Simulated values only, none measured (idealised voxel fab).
process module | voxel wiring stack
cross-section cut | 240 nm wide | cells 5 nm
A cross-section is a grid of square cells, given in bands from the top down. A band is one or more rows of cells.
Each band's line starts with the height of the band's top and of its bottom, in nm. Then come its materials from left to right, each with its width in nm. One material with "throughout" fills the band from edge to edge. "air" is empty space.
Height 0 is the level under which the wafer as received is all one material. The lowest band goes on downwards, as in "0 down".
A width such as "30 to 40" changes by the same amount from each row of cells to the next, from the band's top row to its bottom row.
"no change" after a step means that no cell of the cross-section changed.
closed voids: empty space of 8 cells or more with no open way to the top, each as width x height at its distance from the left edge, in nm
after a step's settings: what the simulator itself notes on the step
overlay nm, on a step with a mask: how far to the right of its planned place the mask lay; to the left if negative
plan
1 op RECEIVE | material Si
2 op CONFORMAL_DEP | material SiO2 | thk nm 15
3 op DIRECTIONAL_DEP | material TiN | thk nm 5
4 op DIRECTIONAL_DEP | material Ru | thk nm 20
5 op MASKED_ETCH | tone cover | mask id METAL_1 | width nm 25 | pitch nm 50 | etch materials Ru | depth nm 20 | overlay nm 0
6 op MASKED_ETCH | tone cover | mask id METAL_1 | width nm 25 | pitch nm 50 | etch materials TiN | depth nm 5 | overlay nm 0
7 op CONFORMAL_DEP | material SiCN | thk nm 5
8 op FILL_DEP | material lowk | thk nm 5
9 op CMP | height nm 40
10 op CONFORMAL_DEP | material SiCN | thk nm 5
11 op DIRECTIONAL_DEP | material SiO2 | thk nm 20
12 op DIRECTIONAL_DEP | material aC | thk nm 15
13 op PATTERN | tone open | mask id PLUG_1 | material resist | width nm 15 | pitch nm 100 | thk nm 30 | overlay nm 0
14 op DIRECTIONAL_ETCH | etch materials aC | depth nm 15
15 op STRIP | etch materials resist
16 op DIRECTIONAL_ETCH | etch materials SiO2 | depth nm 20
17 op DIRECTIONAL_ETCH | etch materials SiCN | depth nm 5
18 op STRIP | etch materials aC
19 op CONFORMAL_DEP | material TiN | thk nm 5
20 op FILL_DEP | material Cu | thk nm 5
21 op CMP | height nm 65
22 op DIRECTIONAL_DEP | material TiN | thk nm 5
23 op DIRECTIONAL_DEP | material Ru | thk nm 20
24 op MASKED_ETCH | tone cover | mask id METAL_2 | width nm 25 | pitch nm 50 | etch materials Ru | depth nm 20 | overlay nm 0
25 op MASKED_ETCH | tone cover | mask id METAL_2 | width nm 25 | pitch nm 50 | etch materials TiN | depth nm 5 | overlay nm 0
26 op CONFORMAL_DEP | material SiCN | thk nm 5
27 op FILL_DEP | material lowk | thk nm 10
28 op CMP | height nm 90
29 op CONFORMAL_DEP | material SiCN | thk nm 5
30 op DIRECTIONAL_DEP | material lowk | thk nm 30
31 op DIRECTIONAL_DEP | material aC | thk nm 15
32 op PATTERN | tone open | mask id METAL_3 | material resist | width nm 25 | pitch nm 50 | thk nm 35 | overlay nm 0
33 op DIRECTIONAL_ETCH | etch materials aC | depth nm 15
34 op STRIP | etch materials resist
35 op DIRECTIONAL_ETCH | etch materials lowk | depth nm 20
36 op STRIP | etch materials aC
37 op MASKED_ETCH | tone open | mask id METAL_3_HOLES | width nm 15 | pitch nm 100 | etch materials lowk | depth nm 10 | overlay nm 0
38 op MASKED_ETCH | tone open | mask id METAL_3_HOLES | width nm 15 | pitch nm 100 | etch materials SiCN | depth nm 5 | overlay nm 0
39 op CONFORMAL_DEP | material TiN | thk nm 5
40 op FILL_DEP | material Cu | thk nm 5
41 op CMP | height nm 125
42 op CONFORMAL_DEP | material SiCN | thk nm 5
as received, after step 1
  0 down: Si throughout
  closed voids: none
a wafer at the end: this start, this plan, one mistake
  130 to 125: SiCN throughout
  125 to 110: lowk 55 | TiN 5 | Cu 15 | TiN 5 | lowk 25 | TiN 5 | Cu 15 | TiN 5 | lowk 25 | TiN 5 | Cu 15 | TiN 5 | lowk 60
  110 to 105: lowk 55 | TiN 5 | Cu 5 | TiN 15 | lowk 25 | TiN 25 | lowk 25 | TiN 5 | Cu 5 | TiN 15 | lowk 60
  105 to 95: lowk 55 | TiN 5 | Cu 5 | TiN 5 | lowk 85 | TiN 5 | Cu 5 | TiN 5 | lowk 70
  95 to 90: SiCN 55 | TiN 15 | SiCN 85 | TiN 15 | SiCN 70
  90 to 70: lowk 50 | SiCN 5 | Ru 25 | SiCN 5 | lowk 15 | SiCN 5 | Ru 25 | SiCN 5 | lowk 15 | SiCN 5 | Ru 25 | SiCN 5 | lowk 55
  70 to 65: SiCN 55 | TiN 25 | SiCN 25 | TiN 25 | SiCN 25 | TiN 25 | SiCN 60
  65 to 45: SiO2 55 | TiN 5 | Cu 5 | TiN 5 | SiO2 85 | TiN 5 | Cu 5 | TiN 5 | SiO2 70
  45 to 40: SiCN 55 | TiN 15 | SiCN 85 | TiN 15 | SiCN 70
  40 to 25: lowk 50 | SiCN 5 | Ru 25 | SiCN 5 | lowk 15 | SiCN 5 | Ru 25 | SiCN 5 | lowk 15 | SiCN 5 | Ru 25 | SiCN 5 | lowk 55
  25 to 20: SiCN 55 | Ru 25 | SiCN 25 | Ru 25 | SiCN 25 | Ru 25 | SiCN 60
  20 to 5: SiO2 throughout
  5 to 0: TiN throughout
  0 down: Si throughout
  closed voids: none
what went wrong: steps 2 and 3 were swapped
